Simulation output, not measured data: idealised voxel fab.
process module | voxel ribs on slabs
cross-section cut | 145 nm wide | cells 5 nm
A cross-section is a grid of square cells, given in bands from the top down. A band is one or more rows of cells.
Each band's line starts with the height of the band's top and of its bottom, in nm. Then come its materials from left to right, each with its width in nm. One material with "throughout" fills the band from edge to edge. "air" is empty space.
Height 0 is the level under which the wafer as received is all one material. The lowest band goes on downwards, as in "0 down".
A width such as "30 to 40" changes by the same amount from each row of cells to the next, from the band's top row to its bottom row.
"no change" after a step means that no cell of the cross-section changed.
closed voids: empty space of 8 cells or more with no open way to the top, each as width x height at its distance from the left edge, in nm
after a step's settings: what the simulator itself notes on the step
overlay nm, on a step with a mask: how far to the right of its planned place the mask lay; to the left if negative
Each pair below shows a cross-section before one step and the cross-section after it, down to the lowest band that changed. The line under each pair gives the step between them, with its settings. The pairs can come from different runs of this module on the same starting wafer, so a pair continues from the pair above only where its "before" says so.
before
  0 down: Si throughout
  closed voids: none
after
  25 to 0: SiO2 throughout
  below 0: unchanged
  closed voids: none
the step between: op DIRECTIONAL_DEP | material SiO2 | thk nm 25
before: the cross-section after the pair above
after
  40 to 25: SiN throughout
  below 25: unchanged
  closed voids: none
the step between: op DIRECTIONAL_DEP | material SiN | thk nm 15
before: the cross-section after the pair above
after
  60 to 40: air 60 | resist 25 | air 60
  below 40: unchanged
  closed voids: none
the step between: op PATTERN | tone cover | mask id RIB | material resist | width nm 25 | thk nm 20 | overlay nm 0
before: the cross-section after the pair above
after
  60 to 40: air 60 | resist 25 | air 60
  40 to 35: air 60 | SiN 25 | air 60
  below 35: unchanged
  closed voids: none
the step between: op DIRECTIONAL_ETCH | etch materials SiN | depth nm 5
before: the cross-section after the pair above
after
  40 to 35: air 60 | SiN 25 | air 60
  below 35: unchanged
  closed voids: none
the step between: op STRIP | etch materials resist
before: the cross-section after the pair above
after
  55 to 40: air 30 | resist 85 | air 30
  40 to 35: air 30 | resist 30 | SiN 25 | resist 30 | air 30
  below 35: unchanged
  closed voids: none
the step between: op PATTERN | tone cover | mask id SLAB | material resist | width nm 85 | thk nm 15 | overlay nm 0
before: the cross-section after the pair above
after
  55 to 40: air 30 | resist 85 | air 30
  40 to 35: air 30 | resist 30 | SiN 25 | resist 30 | air 30
  35 to 25: air 30 | SiN 85 | air 30
  below 25: unchanged
  closed voids: none
the step between: op DIRECTIONAL_ETCH | etch materials SiN | depth nm 10
before: the cross-section after the pair above
after
  40 to 35: air 60 | SiN 25 | air 60
  below 35: unchanged
  closed voids: none
the step between: op STRIP | etch materials resist
before: the cross-section after the pair above
after
  55 to 40: SiO2 throughout
  40 to 35: SiO2 60 | SiN 25 | SiO2 60
  35 to 25: SiO2 30 | SiN 85 | SiO2 30
  below 25: unchanged
  closed voids: none
the step between: op FILL_DEP | material SiO2 | thk nm 15
before: the cross-section after the pair above
after
  50 to 40: SiO2 throughout
  below 40: unchanged
  closed voids: none
the step between: op CMP | height nm 50
before: the cross-section after the pair above
after
  60 to 50: W throughout
  below 50: unchanged
  closed voids: none
the step between: op DIRECTIONAL_DEP | material W | thk nm 10
before: the cross-section after the pair above
after
  80 to 60: air 55 | resist 35 | air 55
  below 60: unchanged
  closed voids: none
the step between: op PATTERN | tone cover | mask id HEATER | material resist | width nm 35 | thk nm 20 | overlay nm 0
before: the cross-section after the pair above
after
  80 to 60: air 55 | resist 35 | air 55
  60 to 50: air 55 | W 35 | air 55
  below 50: unchanged
  closed voids: none
the step between: op DIRECTIONAL_ETCH | etch materials W | depth nm 10
before: the cross-section after the pair above
after
  60 to 50: air 55 | W 35 | air 55
  below 50: unchanged
  closed voids: none
the step between: op STRIP | etch materials resist
before: the cross-section after the pair above
after
  65 to 60: air 50 | SiO2 45 | air 50
  60 to 55: air 50 | SiO2 5 | W 35 | SiO2 5 | air 50
  55 to 50: SiO2 55 | W 35 | SiO2 55
  below 50: unchanged
  closed voids: none
the step between: op CONFORMAL_DEP | material SiO2 | thk nm 5
before
  40 to 25: SiN throughout
  25 to 0: SiO2 throughout
  0 down: Si throughout
  closed voids: none
after
  55 to 25: SiN throughout
  below 25: unchanged
  closed voids: none
the step between: op DIRECTIONAL_DEP | material SiN | thk nm 15
before: the cross-section after the pair above
after
  75 to 55: air 60 | resist 25 | air 60
  below 55: unchanged
  closed voids: none
the step between: op PATTERN | tone cover | mask id RIB | material resist | width nm 25 | thk nm 20 | overlay nm 0
before: the cross-section after the pair above
after
  75 to 55: air 60 | resist 25 | air 60
  55 to 50: air 60 | SiN 25 | air 60
  below 50: unchanged
  closed voids: none
the step between: op DIRECTIONAL_ETCH | etch materials SiN | depth nm 5
before: the cross-section after the pair above
after
  55 to 50: air 60 | SiN 25 | air 60
  below 50: unchanged
  closed voids: none
the step between: op STRIP | etch materials resist
before: the cross-section after the pair above
after
  70 to 55: air 30 | resist 85 | air 30
  55 to 50: air 30 | resist 30 | SiN 25 | resist 30 | air 30
  below 50: unchanged
  closed voids: none
the step between: op PATTERN | tone cover | mask id SLAB | material resist | width nm 85 | thk nm 15 | overlay nm 0
before: the cross-section after the pair above
after
  70 to 55: air 30 | resist 85 | air 30
  55 to 50: air 30 | resist 30 | SiN 25 | resist 30 | air 30
  50 to 40: air 30 | SiN 85 | air 30
  below 40: unchanged
  closed voids: none
the step between: op DIRECTIONAL_ETCH | etch materials SiN | depth nm 10
before: the cross-section after the pair above
after
  55 to 50: air 60 | SiN 25 | air 60
  below 50: unchanged
  closed voids: none
the step between: op STRIP | etch materials resist
before: the cross-section after the pair above
after
  70 to 55: SiO2 throughout
  55 to 50: SiO2 60 | SiN 25 | SiO2 60
  50 to 40: SiO2 30 | SiN 85 | SiO2 30
  below 40: unchanged
  closed voids: none
the step between: op FILL_DEP | material SiO2 | thk nm 15
before: the cross-section after the pair above
after
  50 to 40: SiO2 30 | SiN 85 | SiO2 30
  below 40: unchanged
  closed voids: none
the step between: op CMP | height nm 50
before: the cross-section after the pair above
after
  60 to 50: W throughout
  below 50: unchanged
  closed voids: none
the step between: op DIRECTIONAL_DEP | material W | thk nm 10
before: the cross-section after the pair above
after
  80 to 60: air 55 | resist 35 | air 55
  below 60: unchanged
  closed voids: none
the step between: op PATTERN | tone cover | mask id HEATER | material resist | width nm 35 | thk nm 20 | overlay nm 0
before: the cross-section after the pair above
after
  80 to 60: air 55 | resist 35 | air 55
  60 to 50: air 55 | W 35 | air 55
  below 50: unchanged
  closed voids: none
the step between: op DIRECTIONAL_ETCH | etch materials W | depth nm 10
before: the cross-section after the pair above
after
  60 to 50: air 55 | W 35 | air 55
  below 50: unchanged
  closed voids: none
the step between: op STRIP | etch materials resist
before: the cross-section after the pair above
after
  65 to 60: air 50 | SiO2 45 | air 50
  60 to 55: air 50 | SiO2 5 | W 35 | SiO2 5 | air 50
  55 to 50: SiO2 55 | W 35 | SiO2 55
  below 50: unchanged
  closed voids: none
the step between: op CONFORMAL_DEP | material SiO2 | thk nm 5
before
  25 to 0: SiO2 throughout
  0 down: Si throughout
  closed voids: none
after
  45 to 25: air 60 | resist 25 | air 60
  below 25: unchanged
  closed voids: none
the step between: op PATTERN | tone cover | mask id RIB | material resist | width nm 25 | thk nm 20 | overlay nm 0
before: the cross-section after the pair above
after
  60 to 45: air 60 | SiN 25 | air 60
  45 to 40: air 60 | resist 25 | air 60
  40 to 25: SiN 60 | resist 25 | SiN 60
  below 25: unchanged
  closed voids: none
the step between: op DIRECTIONAL_DEP | material SiN | thk nm 15
before: the cross-section after the pair above
after
  55 to 45: air 60 | SiN 25 | air 60
  45 to 35: air 60 | resist 25 | air 60
  below 35: unchanged
  closed voids: none
the step between: op DIRECTIONAL_ETCH | etch materials SiN | depth nm 5
before: the cross-section after the pair above
after
  35 to 25: SiN 60 | air 25 | SiN 60
  below 25: unchanged
  closed voids: none
the step between: op STRIP | etch materials resist
before: the cross-section after the pair above
after
  50 to 35: air 30 | resist 85 | air 30
  35 to 25: SiN 60 | resist 25 | SiN 60
  below 25: unchanged
  closed voids: none
the step between: op PATTERN | tone cover | mask id SLAB | material resist | width nm 85 | thk nm 15 | overlay nm 0
before: the cross-section after the pair above
after
  50 to 35: air 30 | resist 85 | air 30
  35 to 25: air 30 | SiN 30 | resist 25 | SiN 30 | air 30
  below 25: unchanged
  closed voids: none
the step between: op DIRECTIONAL_ETCH | etch materials SiN | depth nm 10
before: the cross-section after the pair above
after
  35 to 25: air 30 | SiN 30 | air 25 | SiN 30 | air 30
  below 25: unchanged
  closed voids: none
the step between: op STRIP | etch materials resist
before: the cross-section after the pair above
after
  50 to 35: SiO2 throughout
  35 to 25: SiO2 30 | SiN 30 | SiO2 25 | SiN 30 | SiO2 30
  below 25: unchanged
  closed voids: none
the step between: op FILL_DEP | material SiO2 | thk nm 15
before: the cross-section after the pair above
after
  60 to 50: W throughout
  below 50: unchanged
  closed voids: none
the step between: op DIRECTIONAL_DEP | material W | thk nm 10
before: the cross-section after the pair above
after
  80 to 60: air 55 | resist 35 | air 55
  below 60: unchanged
  closed voids: none
the step between: op PATTERN | tone cover | mask id HEATER | material resist | width nm 35 | thk nm 20 | overlay nm 0
before: the cross-section after the pair above
after
  80 to 60: air 55 | resist 35 | air 55
  60 to 50: air 55 | W 35 | air 55
  below 50: unchanged
  closed voids: none
the step between: op DIRECTIONAL_ETCH | etch materials W | depth nm 10
before: the cross-section after the pair above
after
  60 to 50: air 55 | W 35 | air 55
  below 50: unchanged
  closed voids: none
the step between: op STRIP | etch materials resist
before: the cross-section after the pair above
after
  65 to 60: air 50 | SiO2 45 | air 50
  60 to 55: air 50 | SiO2 5 | W 35 | SiO2 5 | air 50
  55 to 50: SiO2 55 | W 35 | SiO2 55
  below 50: unchanged
  closed voids: none
the step between: op CONFORMAL_DEP | material SiO2 | thk nm 5
before
  80 to 60: air 55 | resist 35 | air 55
  60 to 50: W throughout
  50 to 40: SiO2 throughout
  40 to 35: SiO2 60 | SiN 25 | SiO2 60
  35 to 25: SiO2 30 | SiN 85 | SiO2 30
  25 to 0: SiO2 throughout
  0 down: Si throughout
  closed voids: none
after
  80 to 60: air 55 | resist 35 | air 55
  60 to 55: air 55 | W 35 | air 55
  below 55: unchanged
  closed voids: none
the step between: op DIRECTIONAL_ETCH | etch materials W | depth nm 5
before: the cross-section after the pair above
after
  60 to 55: air 55 | W 35 | air 55
  below 55: unchanged
  closed voids: none
the step between: op STRIP | etch materials resist
before: the cross-section after the pair above
after
  65 to 60: air 50 | SiO2 45 | air 50
  60 to 55: SiO2 55 | W 35 | SiO2 55
  below 55: unchanged
  closed voids: none
the step between: op CONFORMAL_DEP | material SiO2 | thk nm 5
before
  40 to 25: SiN throughout
  25 to 0: SiO2 throughout
  0 down: Si throughout
  closed voids: none
after
  60 to 40: air 60 | resist 30 | air 55
  below 40: unchanged
  closed voids: none
the step between: op PATTERN | tone cover | mask id RIB | material resist | width nm 30 | thk nm 20 | overlay nm 0
before: the cross-section after the pair above
after
  60 to 40: air 60 | resist 30 | air 55
  40 to 35: air 60 | SiN 30 | air 55
  below 35: unchanged
  closed voids: none
the step between: op DIRECTIONAL_ETCH | etch materials SiN | depth nm 5
before: the cross-section after the pair above
after
  40 to 35: air 60 | SiN 30 | air 55
  below 35: unchanged
  closed voids: none
the step between: op STRIP | etch materials resist
before: the cross-section after the pair above
after
  55 to 40: air 30 | resist 85 | air 30
  40 to 35: air 30 | resist 30 | SiN 30 | resist 25 | air 30
  below 35: unchanged
  closed voids: none
the step between: op PATTERN | tone cover | mask id SLAB | material resist | width nm 85 | thk nm 15 | overlay nm 0
before: the cross-section after the pair above
after
  55 to 40: air 30 | resist 85 | air 30
  40 to 35: air 30 | resist 30 | SiN 30 | resist 25 | air 30
  35 to 25: air 30 | SiN 85 | air 30
  below 25: unchanged
  closed voids: none
the step between: op DIRECTIONAL_ETCH | etch materials SiN | depth nm 10
before: the cross-section after the pair above
after
  40 to 35: air 60 | SiN 30 | air 55
  below 35: unchanged
  closed voids: none
the step between: op STRIP | etch materials resist
before: the cross-section after the pair above
after
  55 to 40: SiO2 throughout
  40 to 35: SiO2 60 | SiN 30 | SiO2 55
  35 to 25: SiO2 30 | SiN 85 | SiO2 30
  below 25: unchanged
  closed voids: none
the step between: op FILL_DEP | material SiO2 | thk nm 15
before: the cross-section after the pair above
after
  50 to 40: SiO2 throughout
  below 40: unchanged
  closed voids: none
the step between: op CMP | height nm 50
before: the cross-section after the pair above
after
  60 to 50: W throughout
  below 50: unchanged
  closed voids: none
the step between: op DIRECTIONAL_DEP | material W | thk nm 10
before: the cross-section after the pair above
after
  80 to 60: air 55 | resist 35 | air 55
  below 60: unchanged
  closed voids: none
the step between: op PATTERN | tone cover | mask id HEATER | material resist | width nm 35 | thk nm 20 | overlay nm 0
before: the cross-section after the pair above
after
  80 to 60: air 55 | resist 35 | air 55
  60 to 50: air 55 | W 35 | air 55
  below 50: unchanged
  closed voids: none
the step between: op DIRECTIONAL_ETCH | etch materials W | depth nm 10
before: the cross-section after the pair above
after
  60 to 50: air 55 | W 35 | air 55
  below 50: unchanged
  closed voids: none
the step between: op STRIP | etch materials resist
before: the cross-section after the pair above
after
  65 to 60: air 50 | SiO2 45 | air 50
  60 to 55: air 50 | SiO2 5 | W 35 | SiO2 5 | air 50
  55 to 50: SiO2 55 | W 35 | SiO2 55
  below 50: unchanged
  closed voids: none
the step between: op CONFORMAL_DEP | material SiO2 | thk nm 5
before
  60 to 50: W throughout
  50 to 40: SiO2 throughout
  40 to 35: SiO2 60 | SiN 25 | SiO2 60
  35 to 25: SiO2 30 | SiN 85 | SiO2 30
  25 to 0: SiO2 throughout
  0 down: Si throughout
  closed voids: none
after
  80 to 60: air 65 | resist 35 | air 45
  below 60: unchanged
  closed voids: none
the step between: op PATTERN | tone cover | mask id HEATER | material resist | width nm 35 | thk nm 20 | overlay nm 10
before: the cross-section after the pair above
after
  80 to 60: air 65 | resist 35 | air 45
  60 to 50: air 65 | W 35 | air 45
  below 50: unchanged
  closed voids: none
the step between: op DIRECTIONAL_ETCH | etch materials W | depth nm 10
before: the cross-section after the pair above
after
  60 to 50: air 65 | W 35 | air 45
  below 50: unchanged
  closed voids: none
the step between: op STRIP | etch materials resist
before: the cross-section after the pair above
after
  65 to 60: air 60 | SiO2 45 | air 40
  60 to 55: air 60 | SiO2 5 | W 35 | SiO2 5 | air 40
  55 to 50: SiO2 65 | W 35 | SiO2 45
  below 50: unchanged
  closed voids: none
the step between: op CONFORMAL_DEP | material SiO2 | thk nm 5
before
  50 to 40: SiO2 throughout
  40 to 35: SiO2 60 | SiN 25 | SiO2 60
  35 to 25: SiO2 30 | SiN 85 | SiO2 30
  25 to 0: SiO2 throughout
  0 down: Si throughout
  closed voids: none
after
  60 to 50: SiN throughout
  below 50: unchanged
  closed voids: none
the step between: op DIRECTIONAL_DEP | material SiN | thk nm 10
before: the cross-section after the pair above
after
  80 to 60: air 55 | resist 35 | air 55
  below 60: unchanged
  closed voids: none
the step between: op PATTERN | tone cover | mask id HEATER | material resist | width nm 35 | thk nm 20 | overlay nm 0
before: the cross-section after the pair above
after
  60 to 50: SiN throughout
  below 50: unchanged
  closed voids: none
the step between: op STRIP | etch materials resist
before: the cross-section after the pair above
after
  65 to 60: SiO2 throughout
  below 60: unchanged
  closed voids: none
the step between: op CONFORMAL_DEP | material SiO2 | thk nm 5
before
  40 to 25: SiN throughout
  25 to 0: SiO2 throughout
  0 down: Si throughout
  closed voids: none
after
  60 to 40: resist 60 | air 25 | resist 60
  below 40: unchanged
  closed voids: none
the step between: op PATTERN | tone open | mask id RIB | material resist | width nm 25 | thk nm 20 | overlay nm 0
before: the cross-section after the pair above
after
  60 to 40: resist 60 | air 25 | resist 60
  40 to 35: SiN 60 | air 25 | SiN 60
  below 35: unchanged
  closed voids: none
the step between: op DIRECTIONAL_ETCH | etch materials SiN | depth nm 5
before: the cross-section after the pair above
after
  40 to 35: SiN 60 | air 25 | SiN 60
  below 35: unchanged
  closed voids: none
the step between: op STRIP | etch materials resist
before: the cross-section after the pair above
after
  55 to 40: air 30 | resist 85 | air 30
  40 to 35: SiN 60 | resist 25 | SiN 60
  below 35: unchanged
  closed voids: none
the step between: op PATTERN | tone cover | mask id SLAB | material resist | width nm 85 | thk nm 15 | overlay nm 0
before: the cross-section after the pair above
after
  55 to 40: air 30 | resist 85 | air 30
  40 to 35: air 30 | SiN 30 | resist 25 | SiN 30 | air 30
  35 to 30: air 30 | SiN 85 | air 30
  below 30: unchanged
  closed voids: none
the step between: op DIRECTIONAL_ETCH | etch materials SiN | depth nm 10
before: the cross-section after the pair above
after
  40 to 35: air 30 | SiN 30 | air 25 | SiN 30 | air 30
  below 35: unchanged
  closed voids: none
the step between: op STRIP | etch materials resist
before: the cross-section after the pair above
after
  55 to 40: SiO2 throughout
  40 to 35: SiO2 30 | SiN 30 | SiO2 25 | SiN 30 | SiO2 30
  35 to 30: SiO2 30 | SiN 85 | SiO2 30
  below 30: unchanged
  closed voids: none
the step between: op FILL_DEP | material SiO2 | thk nm 15
before: the cross-section after the pair above
after
  50 to 40: SiO2 throughout
  below 40: unchanged
  closed voids: none
the step between: op CMP | height nm 50
before: the cross-section after the pair above
after
  60 to 50: W throughout
  below 50: unchanged
  closed voids: none
the step between: op DIRECTIONAL_DEP | material W | thk nm 10
before: the cross-section after the pair above
after
  80 to 60: air 55 | resist 35 | air 55
  below 60: unchanged
  closed voids: none
the step between: op PATTERN | tone cover | mask id HEATER | material resist | width nm 35 | thk nm 20 | overlay nm 0
before: the cross-section after the pair above
after
  80 to 60: air 55 | resist 35 | air 55
  60 to 50: air 55 | W 35 | air 55
  below 50: unchanged
  closed voids: none
the step between: op DIRECTIONAL_ETCH | etch materials W | depth nm 10
before: the cross-section after the pair above
after
  60 to 50: air 55 | W 35 | air 55
  below 50: unchanged
  closed voids: none
the step between: op STRIP | etch materials resist
before: the cross-section after the pair above
after
  65 to 60: air 50 | SiO2 45 | air 50
  60 to 55: air 50 | SiO2 5 | W 35 | SiO2 5 | air 50
  55 to 50: SiO2 55 | W 35 | SiO2 55
  below 50: unchanged
  closed voids: none
the step between: op CONFORMAL_DEP | material SiO2 | thk nm 5
